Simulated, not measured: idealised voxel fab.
process module | voxel capacitor over wiring
cross-section cut | 240 nm wide | cells 5 nm
A cross-section is a grid of square cells, given in bands from the top down. A band is one or more rows of cells.
Each band's line starts with the height of the band's top and of its bottom, in nm. Then come its materials from left to right, each with its width in nm. One material with "throughout" fills the band from edge to edge. "air" is empty space.
Height 0 is the level under which the wafer as received is all one material. The lowest band goes on downwards, as in "0 down".
A width such as "30 to 40" changes by the same amount from each row of cells to the next, from the band's top row to its bottom row.
"no change" after a step means that no cell of the cross-section changed.
closed voids: empty space of 8 cells or more with no open way to the top, each as width x height at its distance from the left edge, in nm
after a step's settings: what the simulator itself notes on the step
overlay nm, on a step with a mask: how far to the right of its planned place the mask lay; to the left if negative
plan
1 op RECEIVE | material Si
2 op CONFORMAL_DEP | material SiO2 | thk nm 10
3 op CONFORMAL_DEP | material SiCN | thk nm 5
4 op DIRECTIONAL_DEP | material lowk | thk nm 20
5 op DIRECTIONAL_DEP | material aC | thk nm 10
6 op PATTERN | tone open | mask id METAL_1 | material resist | width nm 30 | pitch nm 80 | thk nm 30 | overlay nm 0
7 op DIRECTIONAL_ETCH | etch materials aC | depth nm 10
8 op STRIP | etch materials resist
9 op DIRECTIONAL_ETCH | etch materials lowk | depth nm 20
10 op DIRECTIONAL_ETCH | etch materials SiCN | depth nm 5
11 op STRIP | etch materials aC
12 op CONFORMAL_DEP | material TiN | thk nm 5
13 op FILL_DEP | material Cu | thk nm 5
14 op CMP | height nm 35
15 op EPI | material Ru | thk nm 5
16 op FILL_DEP | material SiCN | thk nm 5
17 op DIRECTIONAL_DEP | material SiO2 | thk nm 20
18 op DIRECTIONAL_DEP | material aC | thk nm 15
19 op PATTERN | tone open | mask id PLUG_1 | material resist | width nm 15 | thk nm 35 | overlay nm 0
20 op DIRECTIONAL_ETCH | etch materials aC | depth nm 15
21 op STRIP | etch materials resist
22 op DIRECTIONAL_ETCH | etch materials SiO2 | depth nm 20
23 op DIRECTIONAL_ETCH | etch materials SiCN | depth nm 5
24 op STRIP | etch materials aC
25 op EPI | material Ru | thk nm 10
26 op EPI | material Ru | thk nm 10
27 op EPI | material Ru | thk nm 5
28 op DIRECTIONAL_DEP | material TiN | thk nm 5
29 op DIRECTIONAL_DEP | material SiN | thk nm 5
30 op DIRECTIONAL_DEP | material TiN | thk nm 10
31 op DIRECTIONAL_DEP | material aC | thk nm 15
32 op PATTERN | tone cover | mask id UPPER_PLATE | material resist | width nm 55 | thk nm 35 | overlay nm 0
33 op DIRECTIONAL_ETCH | etch materials aC | depth nm 15
34 op STRIP | etch materials resist
35 op DIRECTIONAL_ETCH | etch materials TiN | depth nm 10
36 op DIRECTIONAL_ETCH | etch materials SiN | depth nm 5
37 op STRIP | etch materials aC
38 op MASKED_ETCH | tone cover | mask id LOWER_PLATE | width nm 65 | etch materials TiN | depth nm 5 | overlay nm 0
39 op FILL_DEP | material SiO2 | thk nm 15
40 op CMP | height nm 95
41 op MASKED_ETCH | tone open | mask id PLUG_2 | width nm 15 | etch materials SiO2 | depth nm 10 | overlay nm 0
42 op CONFORMAL_DEP | material TiN | thk nm 5
43 op FILL_DEP | material Ru | thk nm 5
44 op CMP | height nm 95
45 op CONFORMAL_DEP | material SiN | thk nm 5
as received, after step 1
  0 down: Si throughout
  closed voids: none
a wafer at the end: this start, this plan, one mistake
  100 to 95: SiN throughout
  95 to 90: SiO2 90 | TiN 5 | Ru 5 | TiN 5 | SiO2 135
  90 to 80: SiO2 90 to 80 | TiN 15 to 20 | SiO2 135 to 140
  80 to 75: SiO2 80 | TiN 55 | SiO2 105
  75 to 70: SiO2 80 | SiN 20 | TiN 35 | SiO2 105
  70 to 65: SiO2 75 | TiN 25 | SiN 35 | SiO2 105
  65 to 60: SiO2 75 | Ru 25 | TiN 40 | SiO2 100
  60 to 45: SiO2 80 | Ru 15 | SiO2 145
  45 to 40: SiCN 80 | Ru 15 | SiCN 145
  40 to 35: SiCN 60 | Ru 40 | SiCN 40 | Ru 40 | SiCN 60
  35 to 15: lowk 65 | TiN 5 | Cu 20 | TiN 5 | lowk 50 | TiN 5 | Cu 20 | TiN 5 | lowk 65
  15 to 10: SiCN 65 | TiN 30 | SiCN 50 | TiN 30 | SiCN 65
  10 to 0: SiO2 throughout
  0 down: Si throughout
  closed voids: none
what went wrong: step 17 ran as: op DIRECTIONAL_DEP | material SiO2 | thk nm 15
